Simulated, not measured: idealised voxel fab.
Process module name: voxel ribs on slabs
Pictured: cross-section cut, 285 nm wide, on a grid of 5 nm square cells.
Format of a cross-section: grid, square cells. Given as bands. Order: top down. Band: one or more rows of cells. This entry defines a band. It first specifies the height of the band's top and the height of its bottom in nm, and then specifies the band's materials from left to right, stating each material with its width in nm. The word "edge to edge" identifies a single material that fills the band from edge to edge, while the word "empty" identifies empty space. Height reference: 0 = level under which incoming wafer is all one material. Lowest band: no bottom, runs on downward, e.g. "0 down". The width entry "30 to 40" should be interpreted row by row: the top row of cells in the band takes the first number, the bottom row takes the second number, and the change between adjacent rows is uniform throughout. The cross-section has no changed cell in any step marked "nothing was modified". "Enclosed void listing" lists enclosed empty spaces (at least 8 cells, no open path upward to the top), each as width x height at distance from the left edge, in nm. Post-settings text on a step line: simulator's own remark regarding the step. "overlay nm" on a masked step: distance the mask lay right of its planned place, negative for left.
Intended process steps
1) RECEIVE | material Si
2) DIRECTIONAL_DEP | material SiO2 | thk nm 25
3) DIRECTIONAL_DEP | material SiN | thk nm 15
4) PATTERN | tone cover | mask id RIB | material resist | width nm 30 | thk nm 15 | overlay nm 0
5) DIRECTIONAL_ETCH | etch materials SiN | depth nm 10
6) STRIP | etch materials resist
7) MASKED_ETCH | tone cover | mask id SLAB | width nm 70 | etch materials SiN | depth nm 5 | overlay nm -15
8) FILL_DEP | material SiO2 | thk nm 25
9) CMP | height nm 60
10) DIRECTIONAL_DEP | material TiN | thk nm 10
11) DIRECTIONAL_DEP | material aC | thk nm 10
12) PATTERN | tone cover | mask id HEATER | material resist | width nm 40 | thk nm 30 | overlay nm 0
13) DIRECTIONAL_ETCH | etch materials aC | depth nm 10
14) STRIP | etch materials resist
15) DIRECTIONAL_ETCH | etch materials TiN | depth nm 10
16) STRIP | etch materials aC
17) CONFORMAL_DEP | material SiN | thk nm 5
Wafers differ in overlay nm at step 7; plan lists the first wafer's value; identical starting state.
The as-received cross-section of the first of several wafers corresponds to the state after step 1
- 0 down = Si edge to edge
- Enclosed void listing: none
First of several wafers in cross-section at module end, following the final step, step 17
- 75 to 70 = empty: 115 | SiN: 50 | empty: 120
- 70 to 65 = empty: 115 | SiN: 5 | TiN: 40 | SiN: 5 | empty: 120
- 65 to 60 = SiN: 120 | TiN: 40 | SiN: 125
- 60 to 40 = SiO2 edge to edge
- 40 to 30 = SiO2: 125 | SiN: 30 | SiO2: 130
- 30 to 25 = SiO2: 90 | SiN: 70 | SiO2: 125
- 25 to 0 = SiO2 edge to edge
- 0 down = Si edge to edge
- Enclosed void listing: none
Final wafer cross-section at module end
- 75 to 70 = empty: 115 | SiN: 50 | empty: 120
- 70 to 65 = empty: 115 | SiN: 5 | TiN: 40 | SiN: 5 | empty: 120
- 65 to 60 = SiN: 120 | TiN: 40 | SiN: 125
- 60 to 40 = SiO2 edge to edge
- 40 to 30 = SiO2: 125 | SiN: 30 | SiO2: 130
- 30 to 25 = SiO2: 120 | SiN: 70 | SiO2: 95
- 25 to 0 = SiO2 edge to edge
- 0 down = Si edge to edge
- Enclosed void listing: none
Below: a row per wafer. Contents at end of module: for every material, cells gained since receipt (+) or lost since receipt (-); then closed voids
overlay nm -15 | +87 SiN | +658 SiO2 | +16 TiN | Enclosed void listing: none
overlay nm -10 | +87 SiN | +658 SiO2 | +16 TiN | Enclosed void listing: none
overlay nm -5 | +87 SiN | +658 SiO2 | +16 TiN | Enclosed void listing: none
overlay nm 0 | +87 SiN | +658 SiO2 | +16 TiN | Enclosed void listing: none
overlay nm 5 | +87 SiN | +658 SiO2 | +16 TiN | Enclosed void listing: none
overlay nm 10 | +87 SiN | +658 SiO2 | +16 TiN | Enclosed void listing: none
overlay nm 15 | +87 SiN | +658 SiO2 | +16 TiN | Enclosed void listing: none
